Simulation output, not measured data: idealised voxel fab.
Process module under the name voxel spacer lines
This is section cut - it's 300 nm across, gridded in 5 nm square cells.
Bands, listed from the top down, are how a cross-section gets written in this document; the cross-section itself is a grid of square cells, and a band is one or more rows of them.
For a band, the entry starts with two heights in nm, that of the top and then that of the bottom, and carries on with the band's materials in order from left to right, each alongside its width in nm; the word "edge to edge" beside a single material means it fills the band edge to edge, and "air" means empty space.
Beneath 0, the wafer as received is one material, and that level is where height counting begins. The lowest band goes on downward without a bottom; it is written like "from 0 down".
Quick explanation for "30 to 40": the width changes in equal steps down the rows of cells, from the first number in the band's top row to the second number in its bottom row.
Given "no modifications" for a step, no cell of the cross-section differs between before and after that step.
The entry titled "Enclosed void inventory" provides the empty spaces that have no open way to the top, restricted to those of 8 cells or more. Each is presented as width x height at distance, the distance being measured from the left edge, with all three in nm.
Where a step's line continues beyond its settings, the continuation is a remark by the simulator itself on that step.
"overlay nm" on a masked step: distance the mask lay right of its planned place, negative for left.
## The following list gives the planned process steps
1,RECEIVE (material Si)
2,CONFORMAL_DEP (material Al2O3; thk nm 5)
3,DIRECTIONAL_DEP (material TiN; thk nm 15)
4,DIRECTIONAL_DEP (material aC; thk nm 25)
5,PATTERN (tone cover; mask id MANDREL; material resist; width nm 15; pitch nm 60; thk nm 30; overlay nm 0)
6,DIRECTIONAL_ETCH (etch materials aC; depth nm 25)
7,STRIP (etch materials resist)
8,CONFORMAL_DEP (material SiO2; thk nm 15)
9,DIRECTIONAL_ETCH (etch materials SiO2; depth nm 15)
10,STRIP (etch materials aC)
11,DIRECTIONAL_ETCH (etch materials TiN; depth nm 15)
12,STRIP (etch materials SiO2)
## Cross-section: wafer on arrival = after step 1
  from 0 down  Si edge to edge
  Enclosed void inventory: none
## Below is the wafer in cross-section after the module was completed. It began from the starting point shown above and followed the plan shown above, except that one mistake was made while running it
  from 45 to 20  air: 95 | TiN: 15 | aC: 15 | TiN: 15 | air: 15 | TiN: 15 | aC: 15 | TiN: 15 | air: 100
  from 20 to 5  TiN edge to edge
  from 5 to 0  Al2O3 edge to edge
  from 0 down  Si edge to edge
  Enclosed void inventory: none
What went wrong in running the wafer? step 8 did not use the planned setting and instead ran as CONFORMAL_DEP (material TiN; thk nm 15)
